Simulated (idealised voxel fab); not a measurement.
process module | voxel self aligned contacts
cross-section cut | 260 nm wide | cells 5 nm
A cross-section is a grid of square cells, given in bands from the top down. A band is one or more rows of cells.
Each band's line starts with the height of the band's top and of its bottom, in nm. Then come its materials from left to right, each with its width in nm. One material with "throughout" fills the band from edge to edge. "air" is empty space.
Height 0 is the level under which the wafer as received is all one material. The lowest band goes on downwards, as in "0 down".
A width such as "30 to 40" changes by the same amount from each row of cells to the next, from the band's top row to its bottom row.
"no change" after a step means that no cell of the cross-section changed.
closed voids: empty space of 8 cells or more with no open way to the top, each as width x height at its distance from the left edge, in nm
after a step's settings: what the simulator itself notes on the step
overlay nm, on a step with a mask: how far to the right of its planned place the mask lay; to the left if negative
plan
1 op RECEIVE | material Si
2 op CONFORMAL_DEP | material SiO2 | thk nm 5
3 op DIRECTIONAL_DEP | material polySi | thk nm 20
4 op DIRECTIONAL_DEP | material SiN | thk nm 20
5 op DIRECTIONAL_DEP | material aC | thk nm 10
6 op PATTERN | tone cover | mask id GATE | material resist | width nm 30 | pitch nm 70 | thk nm 25 | overlay nm 0
7 op DIRECTIONAL_ETCH | etch materials aC | depth nm 10
8 op STRIP | etch materials resist
9 op DIRECTIONAL_ETCH | etch materials SiN | depth nm 20
10 op DIRECTIONAL_ETCH | etch materials polySi | depth nm 20
11 op STRIP | etch materials aC
12 op CONFORMAL_DEP | material SiN | thk nm 10
13 op DIRECTIONAL_ETCH | etch materials SiN | depth nm 10
14 op FILL_DEP | material SiO2 | thk nm 20
15 op CMP | height nm 55
16 op MASKED_ETCH | tone open | mask id CONTACT | width nm 50 | pitch nm 70 | etch materials SiO2 | depth nm 55 | overlay nm 0
17 op CONFORMAL_DEP | material TiN | thk nm 5
18 op FILL_DEP | material W | thk nm 5
19 op CMP | height nm 55
20 op CONFORMAL_DEP | material SiN | thk nm 5
as received, after step 1
  0 down: Si throughout
  closed voids: none
first wafer at the end, as planned
  60 to 55: SiN throughout
  55 to 45: SiO2 70 | TiN 5 to 20 | W 40 to 10 | TiN 5 to 20 | SiO2 20 | TiN 5 to 20 | W 40 to 10 | TiN 5 to 20 | SiO2 70
  45 to 25: SiO2 35 | SiN 50 | TiN 5 | W 10 | TiN 5 | SiN 50 | TiN 5 | W 10 | TiN 5 | SiN 50 | SiO2 35
  25 to 5: SiO2 35 | SiN 10 | polySi 30 | SiN 10 | TiN 5 | W 10 | TiN 5 | SiN 10 | polySi 30 | SiN 10 | TiN 5 | W 10 | TiN 5 | SiN 10 | polySi 30 | SiN 10 | SiO2 35
  5 to 0: SiO2 85 | TiN 20 | SiO2 50 | TiN 20 | SiO2 85
  0 down: Si throughout
  closed voids: none
second wafer at the end: like start, like plan, one mistake
  60 to 55: SiN throughout
  55 to 45: SiO2 70 | TiN 5 | W 40 | TiN 5 | SiO2 20 | TiN 5 | W 40 | TiN 5 | SiO2 70
  45 to 40: SiO2 70 | TiN 15 | W 20 | TiN 15 | SiO2 20 | TiN 15 | W 20 | TiN 15 | SiO2 70
  40 to 25: SiO2 40 | SiN 40 | TiN 5 | W 20 | TiN 5 | SiN 40 | TiN 5 | W 20 | TiN 5 | SiN 40 | SiO2 40
  25 to 5: SiO2 40 | SiN 5 | polySi 30 | SiN 5 | TiN 5 | W 20 | TiN 5 | SiN 5 | polySi 30 | SiN 5 | TiN 5 | W 20 | TiN 5 | SiN 5 | polySi 30 | SiN 5 | SiO2 40
  5 to 0: SiO2 80 | TiN 30 | SiO2 40 | TiN 30 | SiO2 80
  0 down: Si throughout
  closed voids: none
what went wrong: step 12 ran as: op CONFORMAL_DEP | material SiN | thk nm 5
at the end the second wafer has, in cells: 72 fewer of SiN | 28 more of SiO2 | 44 more of W
